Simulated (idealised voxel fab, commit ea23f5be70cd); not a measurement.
process module | voxel double patterning
cross-section cut | 160 nm wide | cells 5 nm
A cross-section is a grid of square cells, given in bands from the top down. A band is one or more rows of cells.
Each band's line starts with the height of the band's top and of its bottom, in nm. Then come its materials from left to right, each with its width in nm. One material with "throughout" fills the band from edge to edge. "air" is empty space.
Height 0 is the level under which the wafer as received is all one material. The lowest band goes on downwards, as in "0 down".
A width such as "30 to 40" changes by the same amount from each row of cells to the next, from the band's top row to its bottom row.
"no change" after a step means that no cell of the cross-section changed.
closed voids: empty space of 8 cells or more with no open way to the top, each as width x height at its distance from the left edge, in nm
after a step's settings: what the simulator itself notes on the step
overlay nm, on a step with a mask: how far to the right of its planned place the mask lay; to the left if negative
plan
1 op RECEIVE | material Si
2 op CONFORMAL_DEP | material SiO2 | thk nm 10
3 op DIRECTIONAL_DEP | material W | thk nm 10
4 op DIRECTIONAL_DEP | material SiCN | thk nm 5
5 op DIRECTIONAL_DEP | material aC | thk nm 15
6 op PATTERN | tone open | mask id FIRST | material resist | width nm 15 | pitch nm 50 | thk nm 30 | overlay nm 0
7 op DIRECTIONAL_ETCH | etch materials aC | depth nm 15
8 op STRIP | etch materials resist
9 op DIRECTIONAL_ETCH | etch materials SiCN | depth nm 5
10 op STRIP | etch materials aC
11 op DIRECTIONAL_DEP | material aC | thk nm 10
12 op PATTERN | tone open | mask id SECOND | material resist | width nm 15 | pitch nm 50 | thk nm 30 | overlay nm 0
13 op DIRECTIONAL_ETCH | etch materials aC | depth nm 10
14 op STRIP | etch materials resist
15 op DIRECTIONAL_ETCH | etch materials SiCN | depth nm 5
16 op STRIP | etch materials aC
17 op DIRECTIONAL_ETCH | etch materials W | depth nm 10
18 op STRIP | etch materials SiCN
as received, after step 1
  0 down: Si throughout
  closed voids: none
first wafer at the end, as planned
  20 to 10: W 20 | air 15 | W 10 | air 15 | W 10 | air 15 | W 10 | air 15 | W 10 | air 15 | W 25
  10 to 0: SiO2 throughout
  0 down: Si throughout
  closed voids: none
second wafer at the end: like start, like plan, one mistake
  20 to 10: W 20 | air 20 | W 5 | air 15 | W 10 | air 20 | W 5 | air 15 | W 10 | air 20 | W 20
  10 to 0: SiO2 throughout
  0 down: Si throughout
  closed voids: none
what went wrong: step 6 ran as: op PATTERN | tone open | mask id FIRST | material resist | width nm 20 | pitch nm 50 | thk nm 30 | overlay nm 0
at the end the second wafer has, in cells: 6 fewer of W
